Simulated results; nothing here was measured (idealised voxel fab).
process module | voxel trench capacitor
cross-section cut | 160 nm wide | cells 5 nm
A cross-section is a grid of square cells, given in bands from the top down. A band is one or more rows of cells.
Each band's line starts with the height of the band's top and of its bottom, in nm. Then come its materials from left to right, each with its width in nm. One material with "throughout" fills the band from edge to edge. "air" is empty space.
Height 0 is the level under which the wafer as received is all one material. The lowest band goes on downwards, as in "0 down".
A width such as "30 to 40" changes by the same amount from each row of cells to the next, from the band's top row to its bottom row.
"no change" after a step means that no cell of the cross-section changed.
closed voids: empty space of 8 cells or more with no open way to the top, each as width x height at its distance from the left edge, in nm
after a step's settings: what the simulator itself notes on the step
overlay nm, on a step with a mask: how far to the right of its planned place the mask lay; to the left if negative
plan
1 op RECEIVE | material Si
2 op CONFORMAL_DEP | material SiN | thk nm 10
3 op PATTERN | tone open | mask id TRENCH | material resist | width nm 25 | pitch nm 40 | thk nm 20 | overlay nm 0
4 op DIRECTIONAL_ETCH | etch materials SiN | depth nm 10
5 op DIRECTIONAL_ETCH | etch materials Si | depth nm 35
6 op STRIP | etch materials resist
7 op CONFORMAL_DEP | material Al2O3 | thk nm 5
8 op FILL_DEP | material polySi | thk nm 10
9 op CMP | height nm 10
as received, after step 1
  0 down: Si throughout
  closed voids: none
a wafer at the end: this start, this plan, one mistake
  10 to 0: polySi 40 | Al2O3 5 | SiN 25 | Al2O3 5 | polySi 5 | Al2O3 5 | SiN 25 | Al2O3 5 | polySi 45
  0 to -30: polySi 40 | Al2O3 5 | Si 25 | Al2O3 5 | polySi 5 | Al2O3 5 | Si 25 | Al2O3 5 | polySi 45
  -30 to -35: Al2O3 45 | Si 25 | Al2O3 15 | Si 25 | Al2O3 50
  -35 down: Si throughout
  closed voids: none
what went wrong: step 3 ran as: op PATTERN | tone cover | mask id TRENCH | material resist | width nm 25 | pitch nm 40 | thk nm 20 | overlay nm 0
